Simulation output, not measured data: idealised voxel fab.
Proc. module: voxel fin reveal
255 nm wide, 5 nm square cells: that's cross-section cut.
Each cross-section below is a grid of square cells, stated as bands in top-down order, with one or more rows of cells making up each band.
Basically the band line says how high the top is and how high the bottom is, in nm, and then what's in it from left to right, every material with its width in nm. Empty space shows up as "air", and if a single material carries "full width" it runs the full band edge to edge.
For the purposes of this specification, 0 denotes the height below which the wafer in its as-received condition is composed wholly of one material, and the lowermost band, lacking a lower limit, extends downward without end, as expressed in "z 0 and below".
A width given as "30->40" starts at the first number in the band's top row and ends at the second number in its bottom row, shifting by an equal amount at every step from row to row.
"nothing altered" for a step: no cell of the cross-section changed in that step.
Under "Trapped void list" you'll find the enclosed gaps, the ones with no way out to the top, that are 8 cells or bigger; each reads width x height at distance, with distance counted from the left edge, everything in nm.
On a step's line, text after the settings is the simulator commenting on that step.
The optional step-line setting "overlay nm" applies to steps with a mask and quantifies how far to the right of its planned location the mask lay, a negative value indicating leftward placement.
-- Planned process steps
1,RECEIVE (material Si)
2,CONFORMAL_DEP (material SiN; thk nm 5)
3,PATTERN (tone cover; mask id FINS; material resist; width nm 15; pitch nm 45; thk nm 15; overlay nm 0)
4,DIRECTIONAL_ETCH (etch materials SiN; depth nm 5)
5,DIRECTIONAL_ETCH (etch materials Si; depth nm 30)
6,STRIP (etch materials resist)
7,FILL_DEP (material SiO2; thk nm 5)
8,CMP (height nm 5)
9,SELECTIVE_ETCH (etch materials SiO2; depth nm 15)
10,STRIP (etch materials SiN)
-- First wafer, two in total, run as planned
-- as received, after step 1
- z 0 and below | Si full width
- Trapped void list: none
-- The wafer in cross-section once step 2 is complete
- z 5 to 0 | SiN full width
- Nothing below the height 0 has changed.
-- The wafer in cross-section once step 3 is complete
- z 20 to 5 | 50 of air; 15 of resist; 30 of air; 15 of resist; 30 of air; 15 of resist; 30 of air; 15 of resist; 55 of air
- Nothing below the height 5 has changed.
-- The wafer in cross-section once step 4 is complete
- z 20 to 5 | 50 of air; 15 of resist; 30 of air; 15 of resist; 30 of air; 15 of resist; 30 of air; 15 of resist; 55 of air
- z 5 to 0 | 50 of air; 15 of SiN; 30 of air; 15 of SiN; 30 of air; 15 of SiN; 30 of air; 15 of SiN; 55 of air
- Nothing below the height 0 has changed.
-- The wafer in cross-section once step 5 is complete
- z 20 to 5 | 50 of air; 15 of resist; 30 of air; 15 of resist; 30 of air; 15 of resist; 30 of air; 15 of resist; 55 of air
- z 5 to 0 | 50 of air; 15 of SiN; 30 of air; 15 of SiN; 30 of air; 15 of SiN; 30 of air; 15 of SiN; 55 of air
- z 0 to -30 | 50 of air; 15 of Si; 30 of air; 15 of Si; 30 of air; 15 of Si; 30 of air; 15 of Si; 55 of air
- Nothing below the height -30 has changed.
-- The wafer in cross-section once step 6 is complete
- z 5 to 0 | 50 of air; 15 of SiN; 30 of air; 15 of SiN; 30 of air; 15 of SiN; 30 of air; 15 of SiN; 55 of air
- Nothing below the height 0 has changed.
-- The wafer in cross-section once step 7 is complete
- z 10 to 5 | SiO2 full width
- z 5 to 0 | 50 of SiO2; 15 of SiN; 30 of SiO2; 15 of SiN; 30 of SiO2; 15 of SiN; 30 of SiO2; 15 of SiN; 55 of SiO2
- z 0 to -30 | 50 of SiO2; 15 of Si; 30 of SiO2; 15 of Si; 30 of SiO2; 15 of Si; 30 of SiO2; 15 of Si; 55 of SiO2
- Nothing below the height -30 has changed.
-- The wafer in cross-section once step 8 is complete
- z 5 to 0 | 50 of SiO2; 15 of SiN; 30 of SiO2; 15 of SiN; 30 of SiO2; 15 of SiN; 30 of SiO2; 15 of SiN; 55 of SiO2
- Nothing below the height 0 has changed.
-- The wafer in cross-section once step 9 is complete
- z 5 to 0 | 50 of air; 15 of SiN; 30 of air; 15 of SiN; 30 of air; 15 of SiN; 30 of air; 15 of SiN; 55 of air
- z 0 to -10 | 50 of air; 15 of Si; 30 of air; 15 of Si; 30 of air; 15 of Si; 30 of air; 15 of Si; 55 of air
- Nothing below the height -10 has changed.
-- The wafer in cross-section once step 10 is complete
- z 0 to -10 | 50 of air; 15 of Si; 30 of air; 15 of Si; 30 of air; 15 of Si; 30 of air; 15 of Si; 55 of air
- Nothing below the height -10 has changed.
-- Wafer two of two - same starting point, same process plan, one mistake in execution; matches wafer one up to and including step 2
-- Second wafer profile in section, at the moment step 3 of the plan was meant to be complete
- z 20 to 5 | 45 of air; 25 of resist; 20 of air; 25 of resist; 20 of air; 25 of resist; 20 of air; 25 of resist; 50 of air
- Nothing below the height 5 has changed.
-- Second wafer profile in section, at the moment step 4 of the plan was meant to be complete
- z 20 to 5 | 45 of air; 25 of resist; 20 of air; 25 of resist; 20 of air; 25 of resist; 20 of air; 25 of resist; 50 of air
- z 5 to 0 | 45 of air; 25 of SiN; 20 of air; 25 of SiN; 20 of air; 25 of SiN; 20 of air; 25 of SiN; 50 of air
- Nothing below the height 0 has changed.
-- Second wafer profile in section, at the moment step 5 of the plan was meant to be complete
- z 20 to 5 | 45 of air; 25 of resist; 20 of air; 25 of resist; 20 of air; 25 of resist; 20 of air; 25 of resist; 50 of air
- z 5 to 0 | 45 of air; 25 of SiN; 20 of air; 25 of SiN; 20 of air; 25 of SiN; 20 of air; 25 of SiN; 50 of air
- z 0 to -30 | 45 of air; 25 of Si; 20 of air; 25 of Si; 20 of air; 25 of Si; 20 of air; 25 of Si; 50 of air
- Nothing below the height -30 has changed.
-- Second wafer profile in section, at the moment step 6 of the plan was meant to be complete
- z 5 to 0 | 45 of air; 25 of SiN; 20 of air; 25 of SiN; 20 of air; 25 of SiN; 20 of air; 25 of SiN; 50 of air
- Nothing below the height 0 has changed.
-- Second wafer profile in section, at the moment step 7 of the plan was meant to be complete
- z 10 to 5 | SiO2 full width
- z 5 to 0 | 45 of SiO2; 25 of SiN; 20 of SiO2; 25 of SiN; 20 of SiO2; 25 of SiN; 20 of SiO2; 25 of SiN; 50 of SiO2
- z 0 to -30 | 45 of SiO2; 25 of Si; 20 of SiO2; 25 of Si; 20 of SiO2; 25 of Si; 20 of SiO2; 25 of Si; 50 of SiO2
- Nothing below the height -30 has changed.
-- Second wafer profile in section, at the moment step 8 of the plan was meant to be complete
- z 5 to 0 | 45 of SiO2; 25 of SiN; 20 of SiO2; 25 of SiN; 20 of SiO2; 25 of SiN; 20 of SiO2; 25 of SiN; 50 of SiO2
- Nothing below the height 0 has changed.
-- Second wafer profile in section, at the moment step 9 of the plan was meant to be complete
- z 5 to 0 | 45 of air; 25 of SiN; 20 of air; 25 of SiN; 20 of air; 25 of SiN; 20 of air; 25 of SiN; 50 of air
- z 0 to -10 | 45 of air; 25 of Si; 20 of air; 25 of Si; 20 of air; 25 of Si; 20 of air; 25 of Si; 50 of air
- Nothing below the height -10 has changed.
-- Second wafer profile in section, at the moment step 10 of the plan was meant to be complete
- z 0 to -10 | 45 of air; 25 of Si; 20 of air; 25 of Si; 20 of air; 25 of Si; 20 of air; 25 of Si; 50 of air
- Nothing below the height -10 has changed.
Against the plan, the run slipped here: step 3 off recipe, ran as PATTERN (tone cover; mask id FINS; material resist; width nm 25; pitch nm 45; thk nm 15; overlay nm 0)
Wafer comparison, final, in cells, second relative to first, materials more or fewer: +48 Si; -32 SiO2
